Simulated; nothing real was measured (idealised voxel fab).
process module | voxel self aligned contacts
Cross-section cut: width 215 nm, square cells of 5 nm.
In what follows, cross-sections appear as grids of square cells, described through bands that run from the top down, where every band is one or more rows of cells. Per band: top height and bottom height in nm, followed by the left-to-right materials and their widths in nm; "everywhere" marks a single material spanning edge to edge, "blank" marks empty space. Height is counted from the level 0, under which the received wafer is composed throughout of one material. The lowest of the bands is not closed at the bottom but continues downward, in the notation "0 nm and below". The notation "30->40" denotes a width that varies across the rows of cells in the band, beginning at the first number in the top row, finishing at the second number in the bottom row, and changing by an identical amount from each row to the next. "everything unchanged" (step): cross-section cells unchanged, all of them. If an empty space has no open way to the top and is at least 8 cells in size, "Enclosed empty spaces" lists it, written width x height at distance, where distance is measured from the left edge and every value is in nm. What comes after the settings on a step's line is commentary from the simulator itself on that step. "overlay nm", when on a step's line for a step with a mask, measures how far to the right of its planned place the mask lay; a negative measure means to the left.
**Here's what the planned process steps look like**
1 RECEIVE | material Si
2 CONFORMAL_DEP | material SiO2 | thk nm 5
3 DIRECTIONAL_DEP | material polySi | thk nm 20
4 DIRECTIONAL_DEP | material SiN | thk nm 25
5 PATTERN | tone cover | mask id GATE | material resist | width nm 35 | pitch nm 75 | thk nm 15 | overlay nm 0
6 DIRECTIONAL_ETCH | etch materials SiN | depth nm 25
7 DIRECTIONAL_ETCH | etch materials polySi | depth nm 20
8 STRIP | etch materials resist
9 CONFORMAL_DEP | material SiN | thk nm 10
10 DIRECTIONAL_ETCH | etch materials SiN | depth nm 10
11 FILL_DEP | material SiO2 | thk nm 20
12 CMP | height nm 60
13 DIRECTIONAL_DEP | material aC | thk nm 10
14 PATTERN | tone open | mask id CONTACT | material resist | width nm 50 | pitch nm 75 | thk nm 25 | overlay nm 0
15 DIRECTIONAL_ETCH | etch materials aC | depth nm 10
16 STRIP | etch materials resist
17 DIRECTIONAL_ETCH | etch materials SiO2 | depth nm 60
18 STRIP | etch materials aC
19 CONFORMAL_DEP | material TiN | thk nm 5
20 FILL_DEP | material Ru | thk nm 10
21 CMP | height nm 60
22 CONFORMAL_DEP | material SiCN | thk nm 5
**Step 1 complete: cross-section of the wafer as received**
	0 nm and below  Si everywhere
	Enclosed empty spaces: none
**Run as planned - first of the two wafers cross-sectioned at the end of the module**
	65 nm to 60 nm  SiCN everywhere
	60 nm to 50 nm  SiO2 45, then TiN 5->20, then Ru 40->10, then TiN 5->20, then SiO2 25, then TiN 5->20, then Ru 40->10, then TiN 5->20, then SiO2 45
	50 nm to 25 nm  SiO2 5, then SiN 55, then TiN 5, then Ru 10, then TiN 5, then SiN 55, then TiN 5, then Ru 10, then TiN 5, then SiN 55, then SiO2 5
	25 nm to 5 nm  SiO2 5, then SiN 10, then polySi 35, then SiN 10, then TiN 5, then Ru 10, then TiN 5, then SiN 10, then polySi 35, then SiN 10, then TiN 5, then Ru 10, then TiN 5, then SiN 10, then polySi 35, then SiN 10, then SiO2 5
	5 nm to 0 nm  SiO2 60, then TiN 20, then SiO2 55, then TiN 20, then SiO2 60
	0 nm and below  Si everywhere
	Enclosed empty spaces: none
**Second of two wafers, module complete, sectioned: it shares the first wafer's start and plan but was run with one mistake**
	65 nm to 60 nm  SiCN everywhere
	60 nm to 55 nm  SiO2 45, then TiN 50, then SiO2 25, then TiN 50, then SiO2 45
	55 nm to 25 nm  SiN 65, then TiN 10, then SiN 65, then TiN 10, then SiN 65
	25 nm to 10 nm  SiN 15, then polySi 35, then SiN 15, then TiN 10, then SiN 15, then polySi 35, then SiN 15, then TiN 10, then SiN 15, then polySi 35, then SiN 15
	10 nm to 5 nm  SiN 15, then polySi 35, then SiN 40, then polySi 35, then SiN 40, then polySi 35, then SiN 15
	5 nm to 0 nm  SiO2 everywhere
	0 nm and below  Si everywhere
	Enclosed empty spaces: none
What was the processing mistake? planned and actual differ for step 9; actual: CONFORMAL_DEP | material SiN | thk nm 15
At the finish, the second wafer shows more or fewer cells for some materials than the first does: 56 fewer of Ru, 97 more of SiN, 33 fewer of SiO2, 8 fewer of TiN
